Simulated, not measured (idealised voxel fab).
You're looking at the process module voxel air gaps.
Square cell edge 5 nm, section width 165 nm, ID cut.
Cross-sections here: square-cell grids, written as top-down lists of bands, a band being one or more rows of cells. The entry gives the band's vertical extent as a top height and a bottom height in nm, then its horizontal make-up as materials from left to right, each with a width in nm. "empty" stands for empty space; a single material marked "everywhere" fills the band edge to edge. For the purposes of this specification, 0 denotes the height below which the wafer in its as-received condition is composed wholly of one material, and the lowermost band, lacking a lower limit, extends downward without end, as expressed in "0..down". A two-number width, for instance "30 to 40", indicates that the width is equal to the first number in the top row of the band and to the second number in the bottom row, and that it changes by a constant amount per row of cells. "nothing changed" for a step: no cell of the cross-section changed in that step. Under "Tabulated closed voids" you'll find the enclosed gaps, the ones with no way out to the top, that are 8 cells or bigger; each reads width x height at distance, with distance counted from the left edge, everything in nm. Read whatever lies past the settings on a step's line as the simulator's own remark about the step. For masked steps, "overlay nm" on the step line gives how far right of plan the mask actually lay; a minus sign means it lay to the left.
## The planned process steps are enumerated hereunder
1,op RECEIVE | material Si
2,op CONFORMAL_DEP | material SiO2 | thk nm 15
3,op CONFORMAL_DEP | material SiCN | thk nm 5
4,op DIRECTIONAL_DEP | material SiO2 | thk nm 35
5,op MASKED_ETCH | tone open | mask id LINES | width nm 20 | pitch nm 45 | etch materials SiO2 | depth nm 35 | overlay nm -10
6,op CONFORMAL_DEP | material TiN | thk nm 5
7,op FILL_DEP | material Cu | thk nm 5
8,op CMP | height nm 55
9,op EPI | material Ru | thk nm 10
10,op SELECTIVE_ETCH | etch materials SiO2 | depth nm 45
11,op CONFORMAL_DEP | material SiCN | thk nm 5
For clarity, it should be stated that the wafers under discussion commence in an identical condition and differ with respect to the overlay nm of step 5, the plan indicating the value that the first wafer had.
## Cross-section of the first incoming wafer of several, state after step 1
- 0..down  Si everywhere
- Tabulated closed voids: none
## Tabulated below, wafer by wafer, are the end-of-module results: for each material, the number of cells gained (+) or lost (-) relative to the as-received state, followed by the closed voids
overlay nm -10 | +36 Cu | +48 Ru | +136 SiCN | +99 SiO2 | +48 TiN | Tabulated closed voids: 10 x 25 at 0; 15 x 25 at 40; 15 x 25 at 85
overlay nm -5 | +36 Cu | +48 Ru | +136 SiCN | +99 SiO2 | +48 TiN | Tabulated closed voids: 15 x 25 at 45; 15 x 25 at 90
overlay nm 0 | +36 Cu | +48 Ru | +136 SiCN | +99 SiO2 | +48 TiN | Tabulated closed voids: 15 x 25 at 50; 15 x 25 at 95
overlay nm 5 | +36 Cu | +48 Ru | +136 SiCN | +99 SiO2 | +48 TiN | Tabulated closed voids: 15 x 25 at 55; 15 x 25 at 100
overlay nm 10 | +36 Cu | +48 Ru | +136 SiCN | +99 SiO2 | +48 TiN | Tabulated closed voids: 15 x 25 at 60; 15 x 25 at 105
overlay nm 15 | +36 Cu | +48 Ru | +136 SiCN | +99 SiO2 | +48 TiN | Tabulated closed voids: 15 x 25 at 65; 15 x 25 at 110; 10 x 25 at 155
